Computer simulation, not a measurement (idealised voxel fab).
Title: Process Module voxel fin reveal
Shown is cross-section cut, with a width of 165 nm and square cells of size 5 nm.
Format of a cross-section: grid, square cells. Given as bands. Order: top down. Band: one or more rows of cells. The entry gives the band's vertical extent as a top height and a bottom height in nm, then its horizontal make-up as materials from left to right, each with a width in nm. "blank" stands for empty space; a single material marked "all across" fills the band edge to edge. Convention: height 0 is the level below which the wafer, as received, is all one material. The lowest band does not terminate at the bottom but continues downward, represented as "0..down". Width: "30 to 40" (first number = top row, second number = bottom row, same change from row to row of cells). "remains unaltered" for a step: no cell of the cross-section changed in that step. Closed empty spaces (no open way to the top) of 8 cells or more are what "Sealed internal voids" lists, each as width x height at distance from the left edge, nm for all three. Read whatever lies past the settings on a step's line as the simulator's own remark about the step. The line of a step may include "overlay nm". On a step with a mask, this value is how far to the right of its planned place the mask lay. A negative value means the mask lay to the left.
plan:
1) RECEIVE [material Si]
2) CONFORMAL_DEP [material SiN] [thk nm 5]
3) PATTERN [tone cover] [mask id FINS] [material resist] [width nm 15] [pitch nm 35] [thk nm 20] [overlay nm 0]
4) DIRECTIONAL_ETCH [etch materials SiN] [depth nm 5]
5) DIRECTIONAL_ETCH [etch materials Si] [depth nm 30]
6) STRIP [etch materials resist]
7) OXIDIZE [depth nm 5]
8) FILL_DEP [material SiO2] [thk nm 5]
9) CMP [height nm 5]
10) SELECTIVE_ETCH [etch materials SiO2] [depth nm 20]
11) STRIP [etch materials SiN]
12) CONFORMAL_DEP [material HfO2] [thk nm 5]
Cross-section of the wafer upon arrival, representing the state reached after step 1:
    0..down  Si all across
    Sealed internal voids: none
Cross-sectional image of the first of two wafers at the end of the module, the run having proceeded as planned:
    5..0  blank=20, HfO2=15, blank=20, HfO2=15, blank=20, HfO2=15, blank=20, HfO2=15, blank=25
    0..-10  blank=20, HfO2=5, Si=5, HfO2=5, blank=20, HfO2=5, Si=5, HfO2=5, blank=20, HfO2=5, Si=5, HfO2=5, blank=20, HfO2=5, Si=5, HfO2=5, blank=25
    -10..-15  HfO2=25, Si=5, HfO2=30, Si=5, HfO2=30, Si=5, HfO2=30, Si=5, HfO2=30
    -15..-35  SiO2=25, Si=5, SiO2=30, Si=5, SiO2=30, Si=5, SiO2=30, Si=5, SiO2=30
    -35..down  Si all across
    Sealed internal voids: none
Cross-section, wafer two of two, end of module: same start and plan as wafer one, one error in execution:
    5..0  blank=20, SiO2=15, blank=20, SiO2=15, blank=20, SiO2=15, blank=20, SiO2=15, blank=25
    0..-10  blank=20, SiO2=5, Si=5, SiO2=5, blank=20, SiO2=5, Si=5, SiO2=5, blank=20, SiO2=5, Si=5, SiO2=5, blank=20, SiO2=5, Si=5, SiO2=5, blank=25
    -10..-35  SiO2=25, Si=5, SiO2=30, Si=5, SiO2=30, Si=5, SiO2=30, Si=5, SiO2=30
    -35..down  Si all across
    Sealed internal voids: none
What was done differently from what was planned? the process deviated at step 12: the operation and settings actually run there were CONFORMAL_DEP [material SiO2] [thk nm 5]
End check, counted in cells, second wafer has more or fewer of these materials than the first: HfO2 -57 | SiO2 +57
